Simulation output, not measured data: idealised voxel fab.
Process module name: voxel ribs on slabs
cross-section cut | 250 nm wide | cells 5 nm
For the purposes of this document, a cross-section shall be understood as a grid of square cells, specified as bands listed in top-to-bottom order, each band consisting of one or more rows of cells.
Quick guide to a band line: top height, bottom height (nm) up front; then every material left to right with its width in nm. Only one material and it's marked "throughout"? Then it fills the band edge to edge. And "blank" just means empty space.
The level at which height equals 0 is the one under which the wafer, as it arrives, is entirely one material. No lower edge exists for the bottom band, which continues downward and is notated as in "0 nm and below".
A width given as "30->40" starts at the first number in the band's top row and ends at the second number in its bottom row, shifting by an equal amount at every step from row to row.
When a step is marked "nothing was modified", none of the cells in the cross-section changed during that step.
The entry titled "Closed void listing" provides the empty spaces that have no open way to the top, restricted to those of 8 cells or more. Each is presented as width x height at distance, the distance being measured from the left edge, with all three in nm.
Anything after a step's settings on that line? It's the simulator's own note about the step.
The setting "overlay nm" may be written on the line of a step. When the step uses a mask, the value reports how far to the right of the planned place the mask lay, and a negative value reports that it lay to the left.

-- plan
1) RECEIVE with material Si
2) DIRECTIONAL_DEP with material SiO2, thk nm 30
3) DIRECTIONAL_DEP with material SiN, thk nm 15
4) PATTERN with tone cover, mask id RIB, material resist, width nm 25, thk nm 15, overlay nm 0
5) DIRECTIONAL_ETCH with etch materials SiN, depth nm 5
6) STRIP with etch materials resist
7) MASKED_ETCH with tone cover, mask id SLAB, width nm 75, etch materials SiN, depth nm 10, overlay nm 0
8) FILL_DEP with material SiO2, thk nm 25
9) CMP with height nm 60
10) DIRECTIONAL_DEP with material TiN, thk nm 10
11) DIRECTIONAL_DEP with material aC, thk nm 10
12) PATTERN with tone cover, mask id HEATER, material resist, width nm 25, thk nm 30, overlay nm 0
13) DIRECTIONAL_ETCH with etch materials aC, depth nm 10
14) STRIP with etch materials resist
15) DIRECTIONAL_ETCH with etch materials TiN, depth nm 10
16) STRIP with etch materials aC
17) CONFORMAL_DEP with material SiN, thk nm 5
Be aware that, although all wafers share a common starting state, the width nm at step 12 differs among them, and the plan displays the first wafer's value.

-- Cross-section of the first incoming wafer of several, state after step 1
0 nm and below | Si throughout
Closed void listing: none

-- End-of-module cross-section, first of several wafers, after last step 17
75 nm to 70 nm | blank=105, then SiN=35, then blank=110
70 nm to 65 nm | blank=105, then SiN=5, then TiN=25, then SiN=5, then blank=110
65 nm to 60 nm | SiN=110, then TiN=25, then SiN=115
60 nm to 45 nm | SiO2 throughout
45 nm to 40 nm | SiO2=110, then SiN=25, then SiO2=115
40 nm to 30 nm | SiO2=85, then SiN=75, then SiO2=90
30 nm to 0 nm | SiO2 throughout
0 nm and below | Si throughout
Closed void listing: none

-- Wafer cross-section (last wafer, module end)
75 nm to 70 nm | blank=95, then SiN=60, then blank=95
70 nm to 65 nm | blank=95, then SiN=5, then TiN=50, then SiN=5, then blank=95
65 nm to 60 nm | SiN=100, then TiN=50, then SiN=100
60 nm to 45 nm | SiO2 throughout
45 nm to 40 nm | SiO2=110, then SiN=25, then SiO2=115
40 nm to 30 nm | SiO2=85, then SiN=75, then SiO2=90
30 nm to 0 nm | SiO2 throughout
0 nm and below | Si throughout
Closed void listing: none

-- Here is how to read the rows: every wafer has a row, and it shows the wafer at the end of the module, giving for each material how many cells were gained (+) or lost (-) since the wafer was received, then listing its closed voids
width nm 25, +89 SiN, +565 SiO2, +10 TiN, Closed void listing: none
width nm 30, +89 SiN, +565 SiO2, +12 TiN, Closed void listing: none
width nm 35, +89 SiN, +565 SiO2, +14 TiN, Closed void listing: none
width nm 40, +89 SiN, +565 SiO2, +16 TiN, Closed void listing: none
width nm 45, +89 SiN, +565 SiO2, +18 TiN, Closed void listing: none
width nm 50, +89 SiN, +565 SiO2, +20 TiN, Closed void listing: none
